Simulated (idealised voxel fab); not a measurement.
The name of this process module is voxel wiring stack.
The cross-section shown here is cut; it is 195 nm wide and divided into square cells measuring 5 nm on a side.
A cross-section in this document is a grid of square cells, and it is written down as bands, the top band listed before the ones below it; a band is made up of one or more rows of cells. Heights first: top, then bottom, in nm. Then materials, left to right, each with a width in nm. "full width" on a single material: fills the band edge to edge. "air": empty space. Where do heights start? At 0: under that level the wafer as delivered is made of one material only. And the lowest band has no floor; it just carries on downward, as in "top 0, no bottom". Per-row width for "30 to 40": begins at first number (top row of band), ends at second number (bottom row), increment between rows held constant. "no change occurred" means the step left every cell of the cross-section as it was. For the entry "Cavities, closed", the listed items are empty spaces with no open way to the top whose size is 8 cells or more; each item follows the pattern width x height at distance, where distance is from the left edge and all three are in nm. after a step's settings: what the simulator itself notes on the step. Regarding "overlay nm": on a step with a mask, it is the distance the mask lay to the right of its planned place; a negative value places it to the left.
[Listed below are the process steps as planned]
1,RECEIVE,material Si
2,CONFORMAL_DEP,material SiO2,thk nm 10
3,DIRECTIONAL_DEP,material TiN,thk nm 5
4,DIRECTIONAL_DEP,material W,thk nm 20
5,DIRECTIONAL_DEP,material aC,thk nm 10
6,PATTERN,tone cover,mask id METAL_1,material resist,width nm 25,pitch nm 50,thk nm 25,overlay nm 0
7,DIRECTIONAL_ETCH,etch materials aC,depth nm 10
8,STRIP,etch materials resist
9,DIRECTIONAL_ETCH,etch materials W,depth nm 20
10,DIRECTIONAL_ETCH,etch materials TiN,depth nm 5
11,STRIP,etch materials aC
12,FILL_DEP,material lowk,thk nm 5
13,CMP,height nm 35
14,CONFORMAL_DEP,material SiCN,thk nm 5
15,DIRECTIONAL_DEP,material lowk,thk nm 10
16,MASKED_ETCH,tone open,mask id PLUG_1,width nm 15,etch materials lowk,depth nm 10,overlay nm 0
17,MASKED_ETCH,tone open,mask id PLUG_1,width nm 15,etch materials SiCN,depth nm 5,overlay nm 0
18,CONFORMAL_DEP,material TiN,thk nm 5
19,FILL_DEP,material W,thk nm 5
20,CMP,height nm 50
21,DIRECTIONAL_DEP,material TiN,thk nm 5
22,DIRECTIONAL_DEP,material W,thk nm 20
23,PATTERN,tone cover,mask id METAL_2,material resist,width nm 25,pitch nm 50,thk nm 15,overlay nm 0
24,DIRECTIONAL_ETCH,etch materials W,depth nm 20
25,DIRECTIONAL_ETCH,etch materials TiN,depth nm 5
26,STRIP,etch materials resist
27,CONFORMAL_DEP,material SiCN,thk nm 5
28,FILL_DEP,material lowk,thk nm 10
29,CMP,height nm 75
30,CONFORMAL_DEP,material SiN,thk nm 5
[Cross-section: wafer on arrival = after step 1]
* top 0, no bottom: Si full width
* Cavities, closed: none
[Looking at the first of two wafers in cross-section at end of module - ran to plan]
* top 80, bottom 75: SiN full width
* top 75, bottom 55: 55 lowk / 5 SiCN / 25 W / 5 SiCN / 15 lowk / 5 SiCN / 25 W / 5 SiCN / 55 lowk
* top 55, bottom 50: 60 SiCN / 25 TiN / 25 SiCN / 25 TiN / 60 SiCN
* top 50, bottom 40: 60 lowk / 5 TiN / 5 W / 5 TiN / 120 lowk
* top 40, bottom 35: 60 SiCN / 15 TiN / 120 SiCN
* top 35, bottom 15: 60 lowk / 25 W / 25 lowk / 25 W / 60 lowk
* top 15, bottom 10: 60 lowk / 25 TiN / 25 lowk / 25 TiN / 60 lowk
* top 10, bottom 0: SiO2 full width
* top 0, no bottom: Si full width
* Cavities, closed: none
[End of module, second wafer, cross-section. Started like the first, planned like the first, run with one mistake]
* top 80, bottom 75: SiN full width
* top 75, bottom 55: 55 lowk / 5 SiCN / 25 W / 5 SiCN / 15 lowk / 5 SiCN / 25 W / 5 SiCN / 55 lowk
* top 55, bottom 50: 60 SiCN / 25 TiN / 25 SiCN / 25 TiN / 60 SiCN
* top 50, bottom 40: 60 lowk / 5 TiN / 5 W / 5 TiN / 120 lowk
* top 40, bottom 35: 60 SiCN / 15 TiN / 120 SiCN
* top 35, bottom 15: 60 W / 25 lowk / 25 W / 25 lowk / 60 W
* top 15, bottom 10: 60 TiN / 25 lowk / 25 TiN / 25 lowk / 60 TiN
* top 10, bottom 0: SiO2 full width
* top 0, no bottom: Si full width
* Cavities, closed: none
Short version of what went wrong: note that step 6 departed from the planned setting and was carried out as PATTERN,tone open,mask id METAL_1,material resist,width nm 25,pitch nm 50,thk nm 25,overlay nm 0
Heads up, by the end the second wafer has more or fewer cells of some materials compared to the first: +19 TiN; +76 W; -95 lowk
